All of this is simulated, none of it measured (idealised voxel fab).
The following process module bears the name voxel transistor to metal.
It is cross-section cut that appears here, measuring 300 nm in width, its square cells being 5 nm in size.
If you're reading a cross-section in this doc, picture square cells in a grid; it comes to you as bands, top ones listed first down to the bottom, and a band can be one or more rows of cells.
Heads up on the band format: heights come first, top then bottom, in nm. After that it's the materials left to right, each with its width in nm. A single material flagged "throughout" fills the whole band edge to edge, and "air" means there's empty space there.
We count height from 0. Below that, the starting wafer is all one material. The lowest band never ends at the bottom but goes on down; see "from 0 down" for how that is written.
Read "30..40" as a graded width: first number on top, second number at the bottom, same change between each pair of neighbouring rows.
Any step labelled "no change occurred" changed none of the cells in the cross-section.
Empty spaces without an open route to the top, at least 8 cells in extent, make up the entry "Enclosed void list"; each is given as width x height at distance, where the distance is measured from the left edge, and all are in nm.
On each step's line, the part that comes after the settings is the simulator's own comment on the step.
overlay nm: right-of-plan distance of the mask on a masked step; negative values mean left-of-plan.
Pairs, read this way: before one process step on the one hand, after it on the other, the after cross-section ending at the lowest band that changed; the step between, settings included, beneath. Same starting wafer throughout, but possibly different runs of this module, so no pair continues from the pair above unless its entry headed "Pre-step section" says so.
PRE-STEP SECTION
    from 80 to 55 = SiO2 throughout
    from 55 to 50 = SiCN throughout
    from 50 to 35 = SiO2: 35 / TiN: 5 / W: 10 / TiN: 5 / SiO2: 55 / TiN: 5 / W: 10 / TiN: 5 / SiO2: 40 / TiN: 5 / W: 10 / TiN: 5 / SiO2: 55 / TiN: 5 / W: 10 / TiN: 5 / SiO2: 35
    from 35 to 20 = SiO2: 35 / TiN: 5 / W: 10 / TiN: 5 / SiO2: 5 / SiN: 5 / SiO2: 5 / SiCN: 25 / SiO2: 5 / SiN: 5 / SiO2: 5 / TiN: 5 / W: 10 / TiN: 5 / SiO2: 40 / TiN: 5 / W: 10 / TiN: 5 / SiO2: 5 / SiN: 5 / SiO2: 5 / SiCN: 25 / SiO2: 5 / SiN: 5 / SiO2: 5 / TiN: 5 / W: 10 / TiN: 5 / SiO2: 35
    from 20 to 15 = SiO2: 35 / TiN: 5 / W: 10 / TiN: 5 / SiO2: 5 / SiN: 5 / SiO2: 5 / polySi: 25 / SiO2: 5 / SiN: 5 / SiO2: 5 / TiN: 5 / W: 10 / TiN: 5 / SiO2: 40 / TiN: 5 / W: 10 / TiN: 5 / SiO2: 5 / SiN: 5 / SiO2: 5 / polySi: 25 / SiO2: 5 / SiN: 5 / SiO2: 5 / TiN: 5 / W: 10 / TiN: 5 / SiO2: 35
    from 15 to 10 = SiO2: 35 / TiN: 20 / SiO2: 5 / SiN: 5 / SiO2: 5 / polySi: 25 / SiO2: 5 / SiN: 5 / SiO2: 5 / TiN: 20 / SiO2: 40 / TiN: 20 / SiO2: 5 / SiN: 5 / SiO2: 5 / polySi: 25 / SiO2: 5 / SiN: 5 / SiO2: 5 / TiN: 20 / SiO2: 35
    from 10 to 5 = SiO2: 30 / nSi: 30 / SiN: 5 / SiO2: 5 / polySi: 25 / SiO2: 5 / SiN: 5 / nSi: 30 / SiO2: 30 / nSi: 30 / SiN: 5 / SiO2: 5 / polySi: 25 / SiO2: 5 / SiN: 5 / nSi: 30 / SiO2: 30
    from 5 to 0 = SiO2: 30 / SiN: 5 / nSi: 25 / SiN: 5 / SiO2: 5 / polySi: 25 / SiO2: 5 / SiN: 5 / nSi: 25 / SiN: 5 / SiO2: 30 / SiN: 5 / nSi: 25 / SiN: 5 / SiO2: 5 / polySi: 25 / SiO2: 5 / SiN: 5 / nSi: 25 / SiN: 5 / SiO2: 30
    from 0 to -5 = SiO2: 35 / nSi: 25 / SiO2: 45 / nSi: 25 / SiO2: 40 / nSi: 25 / SiO2: 45 / nSi: 25 / SiO2: 35
    from -5 to -20 = SiO2: 30 / Si: 5 / nSi: 25 / Si: 45 / nSi: 25 / Si: 5 / SiO2: 30 / Si: 5 / nSi: 25 / Si: 45 / nSi: 25 / Si: 5 / SiO2: 30
    from -20 to -35 = SiO2: 30 / Si: 105 / SiO2: 30 / Si: 105 / SiO2: 30
    from -35 down = Si throughout
    Enclosed void list: none
STEP OUTCOME
    from 95 to 80 = resist: 30 / air: 30 / resist: 45 / air: 30 / resist: 30 / air: 30 / resist: 45 / air: 30 / resist: 30
    Rest of section, below 80: as before.
    Enclosed void list: none
The structure shown above changes from one cross-section to the other through PATTERN | tone open | mask id METAL_1 | material resist | width nm 30 | thk nm 15 | overlay nm 0
Pre-step section: the cross-section after the pair above
STEP OUTCOME
    from 95 to 80 = resist: 30 / air: 30 / resist: 45 / air: 30 / resist: 30 / air: 30 / resist: 45 / air: 30 / resist: 30
    from 80 to 55 = SiO2: 30 / air: 30 / SiO2: 45 / air: 30 / SiO2: 30 / air: 30 / SiO2: 45 / air: 30 / SiO2: 30
    Rest of section, below 55: as before.
    Enclosed void list: none
The structure shown above changes from one cross-section to the other through DIRECTIONAL_ETCH | etch materials SiO2 | depth nm 25
Pre-step section: the cross-section after the pair above
STEP OUTCOME
    from 95 to 80 = resist: 30 / air: 30 / resist: 45 / air: 30 / resist: 30 / air: 30 / resist: 45 / air: 30 / resist: 30
    from 80 to 55 = SiO2: 30 / air: 30 / SiO2: 45 / air: 30 / SiO2: 30 / air: 30 / SiO2: 45 / air: 30 / SiO2: 30
    from 55 to 50 = SiCN: 30 / air: 30 / SiCN: 45 / air: 30 / SiCN: 30 / air: 30 / SiCN: 45 / air: 30 / SiCN: 30
    Rest of section, below 50: as before.
    Enclosed void list: none
The structure shown above changes from one cross-section to the other through DIRECTIONAL_ETCH | etch materials SiCN | depth nm 5
Pre-step section: the cross-section after the pair above
STEP OUTCOME
    from 80 to 55 = SiO2: 30 / air: 30 / SiO2: 45 / air: 30 / SiO2: 30 / air: 30 / SiO2: 45 / air: 30 / SiO2: 30
    Rest of section, below 55: as before.
    Enclosed void list: none
The structure shown above changes from one cross-section to the other through STRIP | etch materials resist
Pre-step section: the cross-section after the pair above
STEP OUTCOME
    from 85 to 80 = TiN: 35 / air: 20 / TiN: 55 / air: 20 / TiN: 40 / air: 20 / TiN: 55 / air: 20 / TiN: 35
    from 80 to 55 = SiO2: 30 / TiN: 5 / air: 20 / TiN: 5 / SiO2: 45 / TiN: 5 / air: 20 / TiN: 5 / SiO2: 30 / TiN: 5 / air: 20 / TiN: 5 / SiO2: 45 / TiN: 5 / air: 20 / TiN: 5 / SiO2: 30
    from 55 to 50 = SiCN: 30 / TiN: 30 / SiCN: 45 / TiN: 30 / SiCN: 30 / TiN: 30 / SiCN: 45 / TiN: 30 / SiCN: 30
    Rest of section, below 50: as before.
    Enclosed void list: none
The structure shown above changes from one cross-section to the other through CONFORMAL_DEP | material TiN | thk nm 5
Pre-step section: the cross-section after the pair above
STEP OUTCOME
    from 95 to 85 = W throughout
    from 85 to 80 = TiN: 35 / W: 20 / TiN: 55 / W: 20 / TiN: 40 / W: 20 / TiN: 55 / W: 20 / TiN: 35
    from 80 to 55 = SiO2: 30 / TiN: 5 / W: 20 / TiN: 5 / SiO2: 45 / TiN: 5 / W: 20 / TiN: 5 / SiO2: 30 / TiN: 5 / W: 20 / TiN: 5 / SiO2: 45 / TiN: 5 / W: 20 / TiN: 5 / SiO2: 30
    Rest of section, below 55: as before.
    Enclosed void list: none
The structure shown above changes from one cross-section to the other through FILL_DEP | material W | thk nm 10
Pre-step section: the cross-section after the pair above
STEP OUTCOME
    from 80 to 55 = SiO2: 30 / TiN: 5 / W: 20 / TiN: 5 / SiO2: 45 / TiN: 5 / W: 20 / TiN: 5 / SiO2: 30 / TiN: 5 / W: 20 / TiN: 5 / SiO2: 45 / TiN: 5 / W: 20 / TiN: 5 / SiO2: 30
    Rest of section, below 55: as before.
    Enclosed void list: none
The structure shown above changes from one cross-section to the other through CMP | height nm 80
Pre-step section: the cross-section after the pair above
STEP OUTCOME
    from 85 to 80 = SiCN throughout
    Rest of section, below 80: as before.
    Enclosed void list: none
The structure shown above changes from one cross-section to the other through CONFORMAL_DEP | material SiCN | thk nm 5
PRE-STEP SECTION
    from 50 to 35 = SiO2 throughout
    from 35 to 20 = SiO2: 60 / SiN: 5 / SiO2: 5 / SiCN: 25 / SiO2: 5 / SiN: 5 / SiO2: 90 / SiN: 5 / SiO2: 5 / SiCN: 25 / SiO2: 5 / SiN: 5 / SiO2: 60
    from 20 to 10 = SiO2: 60 / SiN: 5 / SiO2: 5 / polySi: 25 / SiO2: 5 / SiN: 5 / SiO2: 90 / SiN: 5 / SiO2: 5 / polySi: 25 / SiO2: 5 / SiN: 5 / SiO2: 60
    from 10 to 5 = SiO2: 30 / nSi: 30 / SiN: 5 / SiO2: 5 / polySi: 25 / SiO2: 5 / SiN: 5 / nSi: 30 / SiO2: 30 / nSi: 30 / SiN: 5 / SiO2: 5 / polySi: 25 / SiO2: 5 / SiN: 5 / nSi: 30 / SiO2: 30
    from 5 to 0 = SiO2: 30 / SiN: 5 / nSi: 25 / SiN: 5 / SiO2: 5 / polySi: 25 / SiO2: 5 / SiN: 5 / nSi: 25 / SiN: 5 / SiO2: 30 / SiN: 5 / nSi: 25 / SiN: 5 / SiO2: 5 / polySi: 25 / SiO2: 5 / SiN: 5 / nSi: 25 / SiN: 5 / SiO2: 30
    from 0 to -5 = SiO2: 35 / nSi: 25 / SiO2: 45 / nSi: 25 / SiO2: 40 / nSi: 25 / SiO2: 45 / nSi: 25 / SiO2: 35
    from -5 to -20 = SiO2: 30 / Si: 5 / nSi: 25 / Si: 45 / nSi: 25 / Si: 5 / SiO2: 30 / Si: 5 / nSi: 25 / Si: 45 / nSi: 25 / Si: 5 / SiO2: 30
    from -20 to -35 = SiO2: 30 / Si: 105 / SiO2: 30 / Si: 105 / SiO2: 30
    from -35 down = Si throughout
    Enclosed void list: none
STEP OUTCOME
    from 65 to 50 = resist: 25 / air: 20 / resist: 55 / air: 20 / resist: 40 / air: 20 / resist: 55 / air: 20 / resist: 45
    Rest of section, below 50: as before.
    Enclosed void list: none
The structure shown above changes from one cross-section to the other through PATTERN | tone open | mask id CONTACT | material resist | width nm 20 | thk nm 15 | overlay nm -10
Pre-step section: the cross-section after the pair above
STEP OUTCOME
    from 65 to 50 = resist: 25 / air: 20 / resist: 55 / air: 20 / resist: 40 / air: 20 / resist: 55 / air: 20 / resist: 45
    from 50 to 35 = SiO2: 25 / air: 20 / SiO2: 55 / air: 20 / SiO2: 40 / air: 20 / SiO2: 55 / air: 20 / SiO2: 45
    from 35 to 20 = SiO2: 25 / air: 20 / SiO2: 15 / SiN: 5 / SiO2: 5 / SiCN: 25 / SiO2: 5 / SiN: 5 / air: 15 / SiO2: 40 / air: 20 / SiO2: 15 / SiN: 5 / SiO2: 5 / SiCN: 25 / SiO2: 5 / SiN: 5 / air: 15 / SiO2: 45
    from 20 to 10 = SiO2: 25 / air: 20 / SiO2: 15 / SiN: 5 / SiO2: 5 / polySi: 25 / SiO2: 5 / SiN: 5 / air: 15 / SiO2: 40 / air: 20 / SiO2: 15 / SiN: 5 / SiO2: 5 / polySi: 25 / SiO2: 5 / SiN: 5 / air: 15 / SiO2: 45
    Rest of section, below 10: as before.
    Enclosed void list: none
The structure shown above changes from one cross-section to the other through DIRECTIONAL_ETCH | etch materials SiO2 | depth nm 40
Pre-step section: the cross-section after the pair above
STEP OUTCOME
    from 50 to 35 = SiO2: 25 / air: 20 / SiO2: 55 / air: 20 / SiO2: 40 / air: 20 / SiO2: 55 / air: 20 / SiO2: 45
    Rest of section, below 35: as before.
    Enclosed void list: none
The structure shown above changes from one cross-section to the other through STRIP | etch materials resist
Pre-step section: the cross-section after the pair above
STEP OUTCOME
    from 55 to 50 = TiN: 30 / air: 10 / TiN: 65 / air: 10 / TiN: 50 / air: 10 / TiN: 65 / air: 10 / TiN: 50
    from 50 to 40 = SiO2: 25 / TiN: 5 / air: 10 / TiN: 5 / SiO2: 55 / TiN: 5 / air: 10 / TiN: 5 / SiO2: 40 / TiN: 5 / air: 10 / TiN: 5 / SiO2: 55 / TiN: 5 / air: 10 / TiN: 5 / SiO2: 45
    from 40 to 35 = SiO2: 25 / TiN: 5 / air: 10 / TiN: 5 / SiO2: 55 / TiN: 10 / air: 5 / TiN: 5 / SiO2: 40 / TiN: 5 / air: 10 / TiN: 5 / SiO2: 55 / TiN: 10 / air: 5 / TiN: 5 / SiO2: 45
    from 35 to 20 = SiO2: 25 / TiN: 5 / air: 10 / TiN: 5 / SiO2: 15 / SiN: 5 / SiO2: 5 / SiCN: 25 / SiO2: 5 / SiN: 5 / TiN: 5 / air: 5 / TiN: 5 / SiO2: 40 / TiN: 5 / air: 10 / TiN: 5 / SiO2: 15 / SiN: 5 / SiO2: 5 / SiCN: 25 / SiO2: 5 / SiN: 5 / TiN: 5 / air: 5 / TiN: 5 / SiO2: 45
    from 20 to 15 = SiO2: 25 / TiN: 5 / air: 10 / TiN: 5 / SiO2: 15 / SiN: 5 / SiO2: 5 / polySi: 25 / SiO2: 5 / SiN: 5 / TiN: 5 / air: 5 / TiN: 5 / SiO2: 40 / TiN: 5 / air: 10 / TiN: 5 / SiO2: 15 / SiN: 5 / SiO2: 5 / polySi: 25 / SiO2: 5 / SiN: 5 / TiN: 5 / air: 5 / TiN: 5 / SiO2: 45
    from 15 to 10 = SiO2: 25 / TiN: 20 / SiO2: 15 / SiN: 5 / SiO2: 5 / polySi: 25 / SiO2: 5 / SiN: 5 / TiN: 15 / SiO2: 40 / TiN: 20 / SiO2: 15 / SiN: 5 / SiO2: 5 / polySi: 25 / SiO2: 5 / SiN: 5 / TiN: 15 / SiO2: 45
    Rest of section, below 10: as before.
    Enclosed void list: none
The structure shown above changes from one cross-section to the other through CONFORMAL_DEP | material TiN | thk nm 5
Pre-step section: the cross-section after the pair above
STEP OUTCOME
    from 60 to 55 = W throughout
    from 55 to 50 = TiN: 30 / W: 10 / TiN: 65 / W: 10 / TiN: 50 / W: 10 / TiN: 65 / W: 10 / TiN: 50
    from 50 to 40 = SiO2: 25 / TiN: 5 / W: 10 / TiN: 5 / SiO2: 55 / TiN: 5 / W: 10 / TiN: 5 / SiO2: 40 / TiN: 5 / W: 10 / TiN: 5 / SiO2: 55 / TiN: 5 / W: 10 / TiN: 5 / SiO2: 45
    from 40 to 35 = SiO2: 25 / TiN: 5 / W: 10 / TiN: 5 / SiO2: 55 / TiN: 10 / W: 5 / TiN: 5 / SiO2: 40 / TiN: 5 / W: 10 / TiN: 5 / SiO2: 55 / TiN: 10 / W: 5 / TiN: 5 / SiO2: 45
    from 35 to 20 = SiO2: 25 / TiN: 5 / W: 10 / TiN: 5 / SiO2: 15 / SiN: 5 / SiO2: 5 / SiCN: 25 / SiO2: 5 / SiN: 5 / TiN: 5 / W: 5 / TiN: 5 / SiO2: 40 / TiN: 5 / W: 10 / TiN: 5 / SiO2: 15 / SiN: 5 / SiO2: 5 / SiCN: 25 / SiO2: 5 / SiN: 5 / TiN: 5 / W: 5 / TiN: 5 / SiO2: 45
    from 20 to 15 = SiO2: 25 / TiN: 5 / W: 10 / TiN: 5 / SiO2: 15 / SiN: 5 / SiO2: 5 / polySi: 25 / SiO2: 5 / SiN: 5 / TiN: 5 / W: 5 / TiN: 5 / SiO2: 40 / TiN: 5 / W: 10 / TiN: 5 / SiO2: 15 / SiN: 5 / SiO2: 5 / polySi: 25 / SiO2: 5 / SiN: 5 / TiN: 5 / W: 5 / TiN: 5 / SiO2: 45
    Rest of section, below 15: as before.
    Enclosed void list: none
The structure shown above changes from one cross-section to the other through FILL_DEP | material W | thk nm 5
Pre-step section: the cross-section after the pair above
STEP OUTCOME
    from 50 to 40 = SiO2: 25 / TiN: 5 / W: 10 / TiN: 5 / SiO2: 55 / TiN: 5 / W: 10 / TiN: 5 / SiO2: 40 / TiN: 5 / W: 10 / TiN: 5 / SiO2: 55 / TiN: 5 / W: 10 / TiN: 5 / SiO2: 45
    Rest of section, below 40: as before.
    Enclosed void list: none
The structure shown above changes from one cross-section to the other through CMP | height nm 50
Pre-step section: the cross-section after the pair above
STEP OUTCOME
    from 55 to 50 = SiCN throughout
    Rest of section, below 50: as before.
    Enclosed void list: none
The structure shown above changes from one cross-section to the other through CONFORMAL_DEP | material SiCN | thk nm 5
Pre-step section: the cross-section after the pair above
STEP OUTCOME
    from 80 to 55 = SiO2 throughout
    Rest of section, below 55: as before.
    Enclosed void list: none
The structure shown above changes from one cross-section to the other through DIRECTIONAL_DEP | material SiO2 | thk nm 25
Pre-step section: the cross-section after the pair above
STEP OUTCOME
    from 95 to 80 = resist: 35 / air: 20 / resist: 55 / air: 20 / resist: 40 / air: 20 / resist: 55 / air: 20 / resist: 35
    Rest of section, below 80: as before.
    Enclosed void list: none
The structure shown above changes from one cross-section to the other through PATTERN | tone open | mask id METAL_1 | material resist | width nm 20 | thk nm 15 | overlay nm 0
Pre-step section: the cross-section after the pair above
STEP OUTCOME
    from 95 to 80 = resist: 35 / air: 20 / resist: 55 / air: 20 / resist: 40 / air: 20 / resist: 55 / air: 20 / resist: 35
    from 80 to 55 = SiO2: 35 / air: 20 / SiO2: 55 / air: 20 / SiO2: 40 / air: 20 / SiO2: 55 / air: 20 / SiO2: 35
    Rest of section, below 55: as before.
    Enclosed void list: none
The structure shown above changes from one cross-section to the other through DIRECTIONAL_ETCH | etch materials SiO2 | depth nm 25
Pre-step section: the cross-section after the pair above
STEP OUTCOME
    from 95 to 80 = resist: 35 / air: 20 / resist: 55 / air: 20 / resist: 40 / air: 20 / resist: 55 / air: 20 / resist: 35
    from 80 to 55 = SiO2: 35 / air: 20 / SiO2: 55 / air: 20 / SiO2: 40 / air: 20 / SiO2: 55 / air: 20 / SiO2: 35
    from 55 to 50 = SiCN: 35 / air: 20 / SiCN: 55 / air: 20 / SiCN: 40 / air: 20 / SiCN: 55 / air: 20 / SiCN: 35
    Rest of section, below 50: as before.
    Enclosed void list: none
The structure shown above changes from one cross-section to the other through DIRECTIONAL_ETCH | etch materials SiCN | depth nm 5
Pre-step section: the cross-section after the pair above
STEP OUTCOME
    from 80 to 55 = SiO2: 35 / air: 20 / SiO2: 55 / air: 20 / SiO2: 40 / air: 20 / SiO2: 55 / air: 20 / SiO2: 35
    Rest of section, below 55: as before.
    Enclosed void list: none
The structure shown above changes from one cross-section to the other through STRIP | etch materials resist
Pre-step section: the cross-section after the pair above
STEP OUTCOME
    from 85 to 80 = TiN: 40 / air: 10 / TiN: 65 / air: 10 / TiN: 50 / air: 10 / TiN: 65 / air: 10 / TiN: 40
    from 80 to 55 = SiO2: 35 / TiN: 5 / air: 10 / TiN: 5 / SiO2: 55 / TiN: 5 / air: 10 / TiN: 5 / SiO2: 40 / TiN: 5 / air: 10 / TiN: 5 / SiO2: 55 / TiN: 5 / air: 10 / TiN: 5 / SiO2: 35
    from 55 to 50 = SiCN: 35 / TiN: 20 / SiCN: 55 / TiN: 20 / SiCN: 40 / TiN: 20 / SiCN: 55 / TiN: 20 / SiCN: 35
    Rest of section, below 50: as before.
    Enclosed void list: none
The structure shown above changes from one cross-section to the other through CONFORMAL_DEP | material TiN | thk nm 5
Pre-step section: the cross-section after the pair above
STEP OUTCOME
    from 95 to 85 = W throughout
    from 85 to 80 = TiN: 40 / W: 10 / TiN: 65 / W: 10 / TiN: 50 / W: 10 / TiN: 65 / W: 10 / TiN: 40
    from 80 to 55 = SiO2: 35 / TiN: 5 / W: 10 / TiN: 5 / SiO2: 55 / TiN: 5 / W: 10 / TiN: 5 / SiO2: 40 / TiN: 5 / W: 10 / TiN: 5 / SiO2: 55 / TiN: 5 / W: 10 / TiN: 5 / SiO2: 35
    Rest of section, below 55: as before.
    Enclosed void list: none
The structure shown above changes from one cross-section to the other through FILL_DEP | material W | thk nm 10
Pre-step section: the cross-section after the pair above
STEP OUTCOME
    from 80 to 55 = SiO2: 35 / TiN: 5 / W: 10 / TiN: 5 / SiO2: 55 / TiN: 5 / W: 10 / TiN: 5 / SiO2: 40 / TiN: 5 / W: 10 / TiN: 5 / SiO2: 55 / TiN: 5 / W: 10 / TiN: 5 / SiO2: 35
    Rest of section, below 55: as before.
    Enclosed void list: none
The structure shown above changes from one cross-section to the other through CMP | height nm 80
Pre-step section: the cross-section after the pair above
STEP OUTCOME
    from 85 to 80 = SiCN throughout
    Rest of section, below 80: as before.
    Enclosed void list: none
The structure shown above changes from one cross-section to the other through CONFORMAL_DEP | material SiCN | thk nm 5
PRE-STEP SECTION
    from 35 to 30 = air: 60 / SiN: 5 / air: 5 / SiCN: 25 / air: 5 / SiN: 5 / air: 90 / SiN: 5 / air: 5 / SiCN: 25 / air: 5 / SiN: 5 / air: 60
    from 30 to 20 = air: 60 / SiN: 5 / SiO2: 5 / SiCN: 25 / SiO2: 5 / SiN: 5 / air: 90 / SiN: 5 / SiO2: 5 / SiCN: 25 / SiO2: 5 / SiN: 5 / air: 60
    from 20 to 10 = air: 60 / SiN: 5 / SiO2: 5 / polySi: 25 / SiO2: 5 / SiN: 5 / air: 90 / SiN: 5 / SiO2: 5 / polySi: 25 / SiO2: 5 / SiN: 5 / air: 60
    from 10 to 5 = air: 30 / nSi: 30 / SiN: 5 / SiO2: 5 / polySi: 25 / SiO2: 5 / SiN: 5 / nSi: 30 / air: 30 / nSi: 30 / SiN: 5 / SiO2: 5 / polySi: 25 / SiO2: 5 / SiN: 5 / nSi: 30 / air: 30
    from 5 to 0 = air: 30 / SiN: 5 / nSi: 25 / SiN: 5 / SiO2: 5 / polySi: 25 / SiO2: 5 / SiN: 5 / nSi: 25 / SiN: 5 / air: 30 / SiN: 5 / nSi: 25 / SiN: 5 / SiO2: 5 / polySi: 25 / SiO2: 5 / SiN: 5 / nSi: 25 / SiN: 5 / air: 30
    from 0 to -5 = SiO2: 35 / nSi: 25 / SiO2: 45 / nSi: 25 / SiO2: 40 / nSi: 25 / SiO2: 45 / nSi: 25 / SiO2: 35
    from -5 to -20 = SiO2: 30 / Si: 5 / nSi: 25 / Si: 45 / nSi: 25 / Si: 5 / SiO2: 30 / Si: 5 / nSi: 25 / Si: 45 / nSi: 25 / Si: 5 / SiO2: 30
    from -20 to -35 = SiO2: 30 / Si: 105 / SiO2: 30 / Si: 105 / SiO2: 30
    from -35 down = Si throughout
    Enclosed void list: none
STEP OUTCOME
    from 45 to 35 = W throughout
    from 35 to 30 = W: 60 / SiN: 5 / W: 5 / SiCN: 25 / W: 5 / SiN: 5 / W: 90 / SiN: 5 / W: 5 / SiCN: 25 / W: 5 / SiN: 5 / W: 60
    from 30 to 20 = W: 60 / SiN: 5 / SiO2: 5 / SiCN: 25 / SiO2: 5 / SiN: 5 / W: 90 / SiN: 5 / SiO2: 5 / SiCN: 25 / SiO2: 5 / SiN: 5 / W: 60
    from 20 to 10 = W: 60 / SiN: 5 / SiO2: 5 / polySi: 25 / SiO2: 5 / SiN: 5 / W: 90 / SiN: 5 / SiO2: 5 / polySi: 25 / SiO2: 5 / SiN: 5 / W: 60
    from 10 to 5 = W: 30 / nSi: 30 / SiN: 5 / SiO2: 5 / polySi: 25 / SiO2: 5 / SiN: 5 / nSi: 30 / W: 30 / nSi: 30 / SiN: 5 / SiO2: 5 / polySi: 25 / SiO2: 5 / SiN: 5 / nSi: 30 / W: 30
    from 5 to 0 = W: 30 / SiN: 5 / nSi: 25 / SiN: 5 / SiO2: 5 / polySi: 25 / SiO2: 5 / SiN: 5 / nSi: 25 / SiN: 5 / W: 30 / SiN: 5 / nSi: 25 / SiN: 5 / SiO2: 5 / polySi: 25 / SiO2: 5 / SiN: 5 / nSi: 25 / SiN: 5 / W: 30
    Rest of section, below 0: as before.
    Enclosed void list: none
The structure shown above changes from one cross-section to the other through FILL_DEP | material W | thk nm 10
Pre-step section: the cross-section after the pair above
STEP OUTCOME
    from 35 to 30 = W: 60 / SiN: 5 / W: 5 / SiCN: 25 / W: 5 / SiN: 5 / W: 90 / SiN: 5 / W: 5 / SiCN: 25 / W: 5 / SiN: 5 / W: 60
    Rest of section, below 30: as before.
    Enclosed void list: none
The structure shown above changes from one cross-section to the other through CMP | height nm 35
Pre-step section: the cross-section after the pair above
STEP OUTCOME
    from 50 to 35 = SiO2 throughout
    Rest of section, below 35: as before.
    Enclosed void list: none
The structure shown above changes from one cross-section to the other through DIRECTIONAL_DEP | material SiO2 | thk nm 15
Pre-step section: the cross-section after the pair above
STEP OUTCOME
    from 65 to 50 = resist: 35 / air: 20 / resist: 55 / air: 20 / resist: 40 / air: 20 / resist: 55 / air: 20 / resist: 35
    Rest of section, below 50: as before.
    Enclosed void list: none
The structure shown above changes from one cross-section to the other through PATTERN | tone open | mask id CONTACT | material resist | width nm 20 | thk nm 15 | overlay nm 0
Pre-step section: the cross-section after the pair above
STEP OUTCOME
    from 65 to 50 = resist: 35 / air: 20 / resist: 55 / air: 20 / resist: 40 / air: 20 / resist: 55 / air: 20 / resist: 35
    from 50 to 35 = SiO2: 35 / air: 20 / SiO2: 55 / air: 20 / SiO2: 40 / air: 20 / SiO2: 55 / air: 20 / SiO2: 35
    Rest of section, below 35: as before.
    Enclosed void list: none
The structure shown above changes from one cross-section to the other through DIRECTIONAL_ETCH | etch materials SiO2 | depth nm 40
Pre-step section: the cross-section after the pair above
STEP OUTCOME
    from 50 to 35 = SiO2: 35 / air: 20 / SiO2: 55 / air: 20 / SiO2: 40 / air: 20 / SiO2: 55 / air: 20 / SiO2: 35
    Rest of section, below 35: as before.
    Enclosed void list: none
The structure shown above changes from one cross-section to the other through STRIP | etch materials resist
Pre-step section: the cross-section after the pair above
STEP OUTCOME
    from 55 to 50 = TiN: 40 / air: 10 / TiN: 65 / air: 10 / TiN: 50 / air: 10 / TiN: 65 / air: 10 / TiN: 40
    from 50 to 40 = SiO2: 35 / TiN: 5 / air: 10 / TiN: 5 / SiO2: 55 / TiN: 5 / air: 10 / TiN: 5 / SiO2: 40 / TiN: 5 / air: 10 / TiN: 5 / SiO2: 55 / TiN: 5 / air: 10 / TiN: 5 / SiO2: 35
    from 40 to 35 = SiO2: 35 / TiN: 20 / SiO2: 55 / TiN: 20 / SiO2: 40 / TiN: 20 / SiO2: 55 / TiN: 20 / SiO2: 35
    Rest of section, below 35: as before.
    Enclosed void list: none
The structure shown above changes from one cross-section to the other through CONFORMAL_DEP | material TiN | thk nm 5
Pre-step section: the cross-section after the pair above
STEP OUTCOME
    from 60 to 55 = W throughout
    from 55 to 50 = TiN: 40 / W: 10 / TiN: 65 / W: 10 / TiN: 50 / W: 10 / TiN: 65 / W: 10 / TiN: 40
    from 50 to 40 = SiO2: 35 / TiN: 5 / W: 10 / TiN: 5 / SiO2: 55 / TiN: 5 / W: 10 / TiN: 5 / SiO2: 40 / TiN: 5 / W: 10 / TiN: 5 / SiO2: 55 / TiN: 5 / W: 10 / TiN: 5 / SiO2: 35
    Rest of section, below 40: as before.
    Enclosed void list: none
The structure shown above changes from one cross-section to the other through FILL_DEP | material W | thk nm 5
Pre-step section: the cross-section after the pair above
STEP OUTCOME
    from 50 to 40 = SiO2: 35 / TiN: 5 / W: 10 / TiN: 5 / SiO2: 55 / TiN: 5 / W: 10 / TiN: 5 / SiO2: 40 / TiN: 5 / W: 10 / TiN: 5 / SiO2: 55 / TiN: 5 / W: 10 / TiN: 5 / SiO2: 35
    Rest of section, below 40: as before.
    Enclosed void list: none
The structure shown above changes from one cross-section to the other through CMP | height nm 50
Pre-step section: the cross-section after the pair above
STEP OUTCOME
    from 55 to 50 = SiCN throughout
    Rest of section, below 50: as before.
    Enclosed void list: none
The structure shown above changes from one cross-section to the other through CONFORMAL_DEP | material SiCN | thk nm 5
Pre-step section: the cross-section after the pair above
STEP OUTCOME
    from 80 to 55 = SiO2 throughout
    Rest of section, below 55: as before.
    Enclosed void list: none
The structure shown above changes from one cross-section to the other through DIRECTIONAL_DEP | material SiO2 | thk nm 25
Pre-step section: the cross-section after the pair above
STEP OUTCOME
    from 95 to 80 = resist: 35 / air: 20 / resist: 55 / air: 20 / resist: 40 / air: 20 / resist: 55 / air: 20 / resist: 35
    Rest of section, below 80: as before.
    Enclosed void list: none
The structure shown above changes from one cross-section to the other through PATTERN | tone open | mask id METAL_1 | material resist | width nm 20 | thk nm 15 | overlay nm 0
Pre-step section: the cross-section after the pair above
STEP OUTCOME
    from 95 to 80 = resist: 35 / air: 20 / resist: 55 / air: 20 / resist: 40 / air: 20 / resist: 55 / air: 20 / resist: 35
    from 80 to 55 = SiO2: 35 / air: 20 / SiO2: 55 / air: 20 / SiO2: 40 / air: 20 / SiO2: 55 / air: 20 / SiO2: 35
    Rest of section, below 55: as before.
    Enclosed void list: none
The structure shown above changes from one cross-section to the other through DIRECTIONAL_ETCH | etch materials SiO2 | depth nm 25
Pre-step section: the cross-section after the pair above
STEP OUTCOME
    from 95 to 80 = resist: 35 / air: 20 / resist: 55 / air: 20 / resist: 40 / air: 20 / resist: 55 / air: 20 / resist: 35
    from 80 to 55 = SiO2: 35 / air: 20 / SiO2: 55 / air: 20 / SiO2: 40 / air: 20 / SiO2: 55 / air: 20 / SiO2: 35
    from 55 to 50 = SiCN: 35 / air: 20 / SiCN: 55 / air: 20 / SiCN: 40 / air: 20 / SiCN: 55 / air: 20 / SiCN: 35
    Rest of section, below 50: as before.
    Enclosed void list: none
The structure shown above changes from one cross-section to the other through DIRECTIONAL_ETCH | etch materials SiCN | depth nm 5
Pre-step section: the cross-section after the pair above
STEP OUTCOME
    from 80 to 55 = SiO2: 35 / air: 20 / SiO2: 55 / air: 20 / SiO2: 40 / air: 20 / SiO2: 55 / air: 20 / SiO2: 35
    Rest of section, below 55: as before.
    Enclosed void list: none
The structure shown above changes from one cross-section to the other through STRIP | etch materials resist
Pre-step section: the cross-section after the pair above
STEP OUTCOME
    from 85 to 80 = TiN: 40 / air: 10 / TiN: 65 / air: 10 / TiN: 50 / air: 10 / TiN: 65 / air: 10 / TiN: 40
    from 80 to 55 = SiO2: 35 / TiN: 5 / air: 10 / TiN: 5 / SiO2: 55 / TiN: 5 / air: 10 / TiN: 5 / SiO2: 40 / TiN: 5 / air: 10 / TiN: 5 / SiO2: 55 / TiN: 5 / air: 10 / TiN: 5 / SiO2: 35
    from 55 to 50 = SiCN: 35 / TiN: 20 / SiCN: 55 / TiN: 20 / SiCN: 40 / TiN: 20 / SiCN: 55 / TiN: 20 / SiCN: 35
    Rest of section, below 50: as before.
    Enclosed void list: none
The structure shown above changes from one cross-section to the other through CONFORMAL_DEP | material TiN | thk nm 5
